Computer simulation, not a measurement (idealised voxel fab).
Name of the process module below: voxel self aligned vias
Section cut is 220 nm wide and gridded with 5 nm square cells.
A cross-section in this document is a grid of square cells, and it is written down as bands, the top band listed before the ones below it; a band is made up of one or more rows of cells.
The entry gives the band's vertical extent as a top height and a bottom height in nm, then its horizontal make-up as materials from left to right, each with a width in nm. "empty" stands for empty space; a single material marked "all across" fills the band edge to edge.
Heights from 0 (as-received wafer is one material below). Bottom band endless downward, as "0 nm and below".
It should be noted that a width expressed as "30..40" varies in equal increments from row to row of cells within the band, taking the value of the first number at the top row and that of the second number at the bottom row.
"no alterations made" -> step changed no cross-section cell.
Closed-off voids of 8+ cells (no open route to the top) go in "Completely sealed voids", written width x height at distance from the left edge, in nm.
after a step's settings: what the simulator itself notes on the step
overlay nm: right-of-plan distance of the mask on a masked step; negative values mean left-of-plan.
## Set out below are the planned steps of the process
1) RECEIVE (material Si)
2) CONFORMAL_DEP (material SiO2; thk nm 15)
3) CONFORMAL_DEP (material SiCN; thk nm 5)
4) DIRECTIONAL_DEP (material lowk; thk nm 30)
5) DIRECTIONAL_DEP (material aC; thk nm 15)
6) PATTERN (tone open; mask id LINES; material resist; width nm 20; pitch nm 65; thk nm 35; overlay nm 0)
7) DIRECTIONAL_ETCH (etch materials aC; depth nm 15)
8) STRIP (etch materials resist)
9) DIRECTIONAL_ETCH (etch materials lowk; depth nm 30)
10) STRIP (etch materials aC)
11) CONFORMAL_DEP (material TiN; thk nm 5)
12) FILL_DEP (material W; thk nm 5)
13) CMP (height nm 50)
14) SELECTIVE_ETCH (etch materials W Ru TiN; depth nm 5)
15) FILL_DEP (material SiN; thk nm 5)
16) CMP (height nm 50)
17) DIRECTIONAL_DEP (material lowk; thk nm 15)
18) MASKED_ETCH (tone open; mask id VIAS; width nm 40; pitch nm 65; etch materials lowk; depth nm 15; overlay nm 0)
19) MASKED_ETCH (tone open; mask id VIAS; width nm 40; pitch nm 65; etch materials SiN; depth nm 5; overlay nm 0)
20) CONFORMAL_DEP (material TiN; thk nm 5)
21) FILL_DEP (material Cu; thk nm 5)
22) CMP (height nm 65)
23) CONFORMAL_DEP (material SiN; thk nm 5)
## Cross-section of the wafer as it came to us, i.e., already through step 1
> 0 nm and below | Si all across
> Completely sealed voids: none
## First of two wafers: cross-section at end of module, run per plan
> 70 nm to 65 nm | SiN all across
> 65 nm to 55 nm | 55 lowk / 5 TiN / 30 Cu / 5 TiN / 25 lowk / 5 TiN / 30 Cu / 5 TiN / 60 lowk
> 55 nm to 50 nm | 55 lowk / 15 TiN / 10 Cu / 15 TiN / 25 lowk / 15 TiN / 10 Cu / 15 TiN / 60 lowk
> 50 nm to 45 nm | 65 lowk / 20 TiN / 45 lowk / 20 TiN / 70 lowk
> 45 nm to 25 nm | 65 lowk / 5 TiN / 10 W / 5 TiN / 45 lowk / 5 TiN / 10 W / 5 TiN / 70 lowk
> 25 nm to 20 nm | 65 lowk / 20 TiN / 45 lowk / 20 TiN / 70 lowk
> 20 nm to 15 nm | SiCN all across
> 15 nm to 0 nm | SiO2 all across
> 0 nm and below | Si all across
> Completely sealed voids: none
## Second wafer cross-section at end of module - shared start and plan with the first, one mistake in the run
> 70 nm to 65 nm | SiN all across
> 65 nm to 55 nm | 60 lowk / 5 TiN / 25 Cu / 5 TiN / 30 lowk / 5 TiN / 25 Cu / 5 TiN / 60 lowk
> 55 nm to 50 nm | 60 lowk / 10 TiN / 10 Cu / 15 TiN / 30 lowk / 10 TiN / 10 Cu / 15 TiN / 60 lowk
> 50 nm to 45 nm | 65 lowk / 20 TiN / 45 lowk / 20 TiN / 70 lowk
> 45 nm to 25 nm | 65 lowk / 5 TiN / 10 W / 5 TiN / 45 lowk / 5 TiN / 10 W / 5 TiN / 70 lowk
> 25 nm to 20 nm | 65 lowk / 20 TiN / 45 lowk / 20 TiN / 70 lowk
> 20 nm to 15 nm | SiCN all across
> 15 nm to 0 nm | SiO2 all across
> 0 nm and below | Si all across
> Completely sealed voids: none
Where did the run depart from the plan? rather than as planned, step 18 actually ran as MASKED_ETCH (tone open; mask id VIAS; width nm 35; pitch nm 65; etch materials lowk; depth nm 15; overlay nm 0)
Once processing is complete, comparing cell counts shows that the second wafer has more or fewer of certain materials than the first: Cu: 4 fewer | TiN: 2 fewer | lowk: 6 more
